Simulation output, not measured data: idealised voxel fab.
The process module presented herein is designated voxel wiring stack.
Square cells of 5 nm make up the cross-section cut, whose width is 210 nm.
For the purposes of this document, a cross-section shall be understood as a grid of square cells, specified as bands listed in top-to-bottom order, each band consisting of one or more rows of cells.
It is stipulated that each band's entry specify, in nanometres, the height of the top of the band and then that of its bottom, followed by the materials of the band in left-to-right sequence, each together with its width in nanometres. A single material marked by the word "throughout" is understood to fill the band from edge to edge; the word "empty" is understood to denote empty space.
Zero point of the height axis is 0; under it, received wafer = one material. Lowest band: continues down indefinitely, "from 0 down".
Think of "30 to 40" as a width that walks from the first number to the second as you go down the band, top row to bottom row, taking equal-sized steps from row to row.
What does "nothing got changed" mean for a step? It means no cell of the cross-section changed in that step.
In "Closed internal voids" the enclosed voids are listed, meaning empty spaces of 8 cells or larger without any opening to the top. The form is width x height at distance, distance from the left edge, units nm.
Formally, on a step line, whatever follows the settings is a remark that the simulator itself makes on the step.
overlay nm: step with mask; distance mask lay right of planned place; negative value = left of planned place.
[Planned process steps]
1: RECEIVE,material Si
2: CONFORMAL_DEP,material SiO2,thk nm 15
3: DIRECTIONAL_DEP,material TiN,thk nm 5
4: DIRECTIONAL_DEP,material W,thk nm 20
5: MASKED_ETCH,tone cover,mask id METAL_1,width nm 20,pitch nm 35,etch materials W,depth nm 20,overlay nm 0
6: MASKED_ETCH,tone cover,mask id METAL_1,width nm 20,pitch nm 35,etch materials TiN,depth nm 5,overlay nm 0
7: CONFORMAL_DEP,material SiN,thk nm 5
8: FILL_DEP,material SiO2,thk nm 5
9: CMP,height nm 40
10: CONFORMAL_DEP,material SiCN,thk nm 5
11: DIRECTIONAL_DEP,material SiO2,thk nm 35
12: MASKED_ETCH,tone open,mask id METAL_2,width nm 20,pitch nm 35,etch materials SiO2,depth nm 20,overlay nm 0
13: MASKED_ETCH,tone open,mask id METAL_2_HOLES,width nm 15,etch materials SiO2,depth nm 15,overlay nm 0
14: MASKED_ETCH,tone open,mask id METAL_2_HOLES,width nm 15,etch materials SiCN,depth nm 5,overlay nm -15
15: CONFORMAL_DEP,material TiN,thk nm 5
16: FILL_DEP,material Cu,thk nm 5
17: CMP,height nm 80
18: CONFORMAL_DEP,material SiCN,thk nm 5
19: DIRECTIONAL_DEP,material SiO2,thk nm 10
20: MASKED_ETCH,tone open,mask id PLUG_2,width nm 15,pitch nm 35,etch materials SiO2,depth nm 10,overlay nm 0
21: MASKED_ETCH,tone open,mask id PLUG_2,width nm 15,pitch nm 35,etch materials SiCN,depth nm 5,overlay nm 0
22: EPI,material Ru,thk nm 10
23: EPI,material Ru,thk nm 5
24: CONFORMAL_DEP,material SiN,thk nm 5
25: DIRECTIONAL_DEP,material SiO2,thk nm 15
26: PATTERN,tone open,mask id METAL_3,material resist,width nm 20,pitch nm 35,thk nm 20,overlay nm 0
27: DIRECTIONAL_ETCH,etch materials SiO2,depth nm 15
28: DIRECTIONAL_ETCH,etch materials SiN,depth nm 5
29: STRIP,etch materials resist
30: CONFORMAL_DEP,material TiN,thk nm 5
31: FILL_DEP,material W,thk nm 10
32: CMP,height nm 115
33: CONFORMAL_DEP,material SiCN,thk nm 5
34: DIRECTIONAL_DEP,material SiO2,thk nm 35
35: PATTERN,tone open,mask id METAL_4,material resist,width nm 20,pitch nm 35,thk nm 20,overlay nm 0
36: DIRECTIONAL_ETCH,etch materials SiO2,depth nm 20
37: STRIP,etch materials resist
38: DIRECTIONAL_DEP,material aC,thk nm 10
39: PATTERN,tone open,mask id METAL_4_HOLES,material resist,width nm 15,pitch nm 35,thk nm 25,overlay nm 0
40: DIRECTIONAL_ETCH,etch materials aC,depth nm 10
41: STRIP,etch materials resist
42: DIRECTIONAL_ETCH,etch materials SiO2,depth nm 15
43: DIRECTIONAL_ETCH,etch materials SiCN,depth nm 5
44: STRIP,etch materials aC
45: CONFORMAL_DEP,material TiN,thk nm 5
46: FILL_DEP,material Cu,thk nm 10
47: CMP,height nm 155
48: CONFORMAL_DEP,material SiCN,thk nm 5
Don't read the plan's overlay nm for step 14 as applying to every wafer: that's the first wafer's value, and the wafers differ in it, though they all start identical.
[The first of several wafers in cross-section, exactly as it reached us after step 1]
    from 0 down | Si throughout
    Closed internal voids: none
[each wafer at the end: cells of each material gained (+) or lost (-) since it was received, then its closed voids]
overlay nm -15, +35 Cu, +18 Ru, +156 SiCN, +84 SiN, +917 SiO2, +90 TiN, +44 W, Closed internal voids: none
overlay nm -10, +35 Cu, +18 Ru, +155 SiCN, +84 SiN, +917 SiO2, +91 TiN, +44 W, Closed internal voids: none
overlay nm -5, +35 Cu, +18 Ru, +154 SiCN, +84 SiN, +917 SiO2, +92 TiN, +44 W, Closed internal voids: none
overlay nm 0, +36 Cu, +18 Ru, +153 SiCN, +84 SiN, +917 SiO2, +92 TiN, +44 W, Closed internal voids: none
overlay nm 5, +35 Cu, +18 Ru, +154 SiCN, +84 SiN, +917 SiO2, +92 TiN, +44 W, Closed internal voids: none
overlay nm 10, +35 Cu, +18 Ru, +155 SiCN, +84 SiN, +917 SiO2, +91 TiN, +44 W, Closed internal voids: none
overlay nm 15, +35 Cu, +18 Ru, +156 SiCN, +84 SiN, +917 SiO2, +90 TiN, +44 W, Closed internal voids: none
